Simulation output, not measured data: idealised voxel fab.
Documented hereafter: the process module known as voxel released beams.
Section cut is 300 nm wide and gridded with 5 nm square cells.
Cross-section format: a grid of square cells, given as bands from top to bottom; each band is one or more rows of cells.
Heights first: top, then bottom, in nm. Then materials, left to right, each with a width in nm. "full width" on a single material: fills the band edge to edge. "empty": empty space.
Height 0 is the level under which the wafer as received is all one material. The lowest band goes on downwards, as in "top 0, no bottom".
A two-number width, for instance "30..40", indicates that the width is equal to the first number in the top row of the band and to the second number in the bottom row, and that it changes by a constant amount per row of cells.
Step marked "no alterations made"? Then no cell in the cross-section changed in it.
So "Closed void register" is basically the list of trapped voids: any empty space of 8 cells or more that can't reach the top through an opening. They're written width x height at distance, the distance being from the left edge, and it's all nm.
Formally, on a step line, whatever follows the settings is a remark that the simulator itself makes on the step.
Each step line may optionally specify "overlay nm", which for a step with a mask gives the rightward distance between the mask's planned place and where it lay, a negative value indicating the leftward direction.
**Below is the list of planned process steps**
- 1: RECEIVE [material Si]
- 2: CONFORMAL_DEP [material SiN] [thk nm 10]
- 3: DIRECTIONAL_DEP [material SiO2] [thk nm 20]
- 4: MASKED_ETCH [tone open] [mask id ANCHOR] [width nm 40] [etch materials SiO2] [depth nm 20] [overlay nm 0]
- 5: CONFORMAL_DEP [material W] [thk nm 15]
- 6: DIRECTIONAL_DEP [material aC] [thk nm 15]
- 7: PATTERN [tone cover] [mask id BEAM] [material resist] [width nm 100] [thk nm 30] [overlay nm 0]
- 8: DIRECTIONAL_ETCH [etch materials aC] [depth nm 15]
- 9: STRIP [etch materials resist]
- 10: DIRECTIONAL_ETCH [etch materials W] [depth nm 15]
- 11: STRIP [etch materials aC]
- 12: STRIP [etch materials SiO2]
**Account of the first of two wafers, which was processed as intended**
**Delivered wafer in cross-section: state after step 1**
  top 0, no bottom = Si full width
  Closed void register: none
**The wafer in cross-section once step 2 is complete**
  top 10, bottom 0 = SiN full width
  Below 0, the layers are the same as they were.
**The wafer in cross-section once step 3 is complete**
  top 30, bottom 10 = SiO2 full width
  Below 10, the layers are the same as they were.
**The wafer in cross-section once step 4 is complete**
  top 30, bottom 10 = SiO2=100; empty=40; SiO2=160
  Below 10, the layers are the same as they were.
**The wafer in cross-section once step 5 is complete**
  top 45, bottom 30 = W=115; empty=10; W=175
  top 30, bottom 25 = SiO2=100; W=15; empty=10; W=15; SiO2=160
  top 25, bottom 10 = SiO2=100; W=40; SiO2=160
  Below 10, the layers are the same as they were.
**The wafer in cross-section once step 6 is complete**
  top 60, bottom 45 = aC=115; empty=10; aC=175
  top 45, bottom 40 = W=115; empty=10; W=175
  top 40, bottom 30 = W=115; aC=10; W=175
  top 30, bottom 25 = SiO2=100; W=15; aC=10; W=15; SiO2=160
  Below 25, the layers are the same as they were.
**The wafer in cross-section once step 7 is complete**
  top 90, bottom 60 = empty=95; resist=100; empty=105
  top 60, bottom 45 = aC=115; resist=10; aC=175
  top 45, bottom 40 = W=115; resist=10; W=175
  Below 40, the layers are the same as they were.
**The wafer in cross-section once step 8 is complete**
  top 75, bottom 60 = empty=95; resist=100; empty=105
  top 60, bottom 45 = empty=95; aC=20; resist=10; aC=70; empty=105
  Below 45, the layers are the same as they were.
**The wafer in cross-section once step 9 is complete**
  top 60, bottom 45 = empty=95; aC=20; empty=10; aC=70; empty=105
  top 45, bottom 40 = W=115; empty=10; W=175
  Below 40, the layers are the same as they were.
**The wafer in cross-section once step 10 is complete**
  top 60, bottom 45 = empty=95; aC=20; empty=10; aC=70; empty=105
  top 45, bottom 40 = empty=95; W=20; empty=10; W=70; empty=105
  top 40, bottom 30 = empty=95; W=20; aC=10; W=70; empty=105
  Below 30, the layers are the same as they were.
**The wafer in cross-section once step 11 is complete**
  top 45, bottom 30 = empty=95; W=20; empty=10; W=70; empty=105
  top 30, bottom 25 = SiO2=100; W=15; empty=10; W=15; SiO2=160
  Below 25, the layers are the same as they were.
**The wafer in cross-section once step 12 is complete**
  top 45, bottom 30 = empty=95; W=20; empty=10; W=70; empty=105
  top 30, bottom 25 = empty=100; W=15; empty=10; W=15; empty=160
  top 25, bottom 10 = empty=100; W=40; empty=160
  Below 10, the layers are the same as they were.
**Second wafer: same start and same plan as the first, one execution error; identical to the first through step 1**
Planned end of step 2: second wafer, cross-section: no alterations made
**Planned end of step 3: second wafer, cross-section**
  top 20, bottom 0 = SiO2 full width
  Below 0, the layers are the same as they were.
**Planned end of step 4: second wafer, cross-section**
  top 20, bottom 0 = SiO2=100; empty=40; SiO2=160
  Below 0, the layers are the same as they were.
**Planned end of step 5: second wafer, cross-section**
  top 35, bottom 20 = W=115; empty=10; W=175
  top 20, bottom 15 = SiO2=100; W=15; empty=10; W=15; SiO2=160
  top 15, bottom 0 = SiO2=100; W=40; SiO2=160
  Below 0, the layers are the same as they were.
**Planned end of step 6: second wafer, cross-section**
  top 50, bottom 35 = aC=115; empty=10; aC=175
  top 35, bottom 30 = W=115; empty=10; W=175
  top 30, bottom 20 = W=115; aC=10; W=175
  top 20, bottom 15 = SiO2=100; W=15; aC=10; W=15; SiO2=160
  Below 15, the layers are the same as they were.
**Planned end of step 7: second wafer, cross-section**
  top 80, bottom 50 = empty=95; resist=100; empty=105
  top 50, bottom 35 = aC=115; resist=10; aC=175
  top 35, bottom 30 = W=115; resist=10; W=175
  Below 30, the layers are the same as they were.
**Planned end of step 8: second wafer, cross-section**
  top 65, bottom 50 = empty=95; resist=100; empty=105
  top 50, bottom 35 = empty=95; aC=20; resist=10; aC=70; empty=105
  Below 35, the layers are the same as they were.
**Planned end of step 9: second wafer, cross-section**
  top 50, bottom 35 = empty=95; aC=20; empty=10; aC=70; empty=105
  top 35, bottom 30 = W=115; empty=10; W=175
  Below 30, the layers are the same as they were.
**Planned end of step 10: second wafer, cross-section**
  top 50, bottom 35 = empty=95; aC=20; empty=10; aC=70; empty=105
  top 35, bottom 30 = empty=95; W=20; empty=10; W=70; empty=105
  top 30, bottom 20 = empty=95; W=20; aC=10; W=70; empty=105
  Below 20, the layers are the same as they were.
**Planned end of step 11: second wafer, cross-section**
  top 35, bottom 20 = empty=95; W=20; empty=10; W=70; empty=105
  top 20, bottom 15 = SiO2=100; W=15; empty=10; W=15; SiO2=160
  Below 15, the layers are the same as they were.
**Planned end of step 12: second wafer, cross-section**
  top 35, bottom 20 = empty=95; W=20; empty=10; W=70; empty=105
  top 20, bottom 15 = empty=100; W=15; empty=10; W=15; empty=160
  top 15, bottom 0 = empty=100; W=40; empty=160
  Below 0, the layers are the same as they were.
The plan and the run diverged here: plan step 2 was not performed, having been skipped
At the finish, the second wafer shows more or fewer cells for some materials than the first does: -120 SiN
